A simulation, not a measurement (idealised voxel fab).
Process module heading - voxel tone inversion
Each square cell in cross-section cut measures 5 nm, and the section as a whole is 190 nm wide.
When this document writes out a cross-section, it uses a grid of square cells and lists it as bands, beginning at the top and moving down, with a band standing for one or more rows of cells. In this notation a band is specified by the heights of its top and bottom, in that order and in nm, after which its materials appear from left to right, each paired with its width in nm. The word "throughout" attached to a single material means that material fills the band from edge to edge; the word "air" stands for empty space. Measure heights from 0. That's the level where, below it, the as-received wafer is all one material. The lowest band is bottomless and extends downward; write it as in "z 0 and below". A width such as "30..40" changes by the same amount from each row of cells to the next, from the band's top row to its bottom row. No cell of the cross-section changed in a step that is given as "changes: none". Empty spaces counting at least 8 cells and having no open way to the top are listed in "Voids, fully enclosed". The notation width x height at distance is used for each, the distance being from the left edge and all three values in nm. The remark found on a step's line after its settings is issued by the simulator itself and pertains to that step. Among the settings permitted on a step's line is "overlay nm"; applied to a step with a mask, it specifies the extent to which the mask lay to the right of its planned position, whereas a negative figure signifies a position to the left.
### Process steps (planned)
1) RECEIVE with material Si
2) CONFORMAL_DEP with material SiCN, thk nm 10
3) DIRECTIONAL_DEP with material polySi, thk nm 25
4) PATTERN with tone cover, mask id POSTS, material resist, width nm 25, pitch nm 40, thk nm 35, overlay nm 0
5) DIRECTIONAL_ETCH with etch materials polySi, depth nm 25
6) STRIP with etch materials resist
7) FILL_DEP with material lowk, thk nm 5
8) CMP with height nm 35
9) STRIP with etch materials polySi
10) CONFORMAL_DEP with material TiN, thk nm 5
11) FILL_DEP with material W, thk nm 5
12) CMP with height nm 35
13) CONFORMAL_DEP with material SiCN, thk nm 5
### Wafer at receipt (post step 1), cross-section
z 0 and below = Si throughout
Voids, fully enclosed: none
### Below is the wafer in cross-section after the module was completed. It began from the starting point shown above and followed the plan shown above, except that one mistake was made while running it
z 40 to 35 = SiCN throughout
z 35 to 15 = lowk: 45 | TiN: 5 | W: 10 | TiN: 5 | lowk: 20 | TiN: 5 | W: 10 | TiN: 5 | lowk: 20 | TiN: 5 | W: 10 | TiN: 5 | lowk: 45
z 15 to 10 = lowk: 45 | TiN: 20 | lowk: 20 | TiN: 20 | lowk: 20 | TiN: 20 | lowk: 45
z 10 to 0 = SiCN throughout
z 0 and below = Si throughout
Voids, fully enclosed: none
Against the plan, the run slipped here: step 4 ran with different settings than intended, the actual operation and settings being PATTERN with tone cover, mask id POSTS, material resist, width nm 20, pitch nm 40, thk nm 35, overlay nm 0
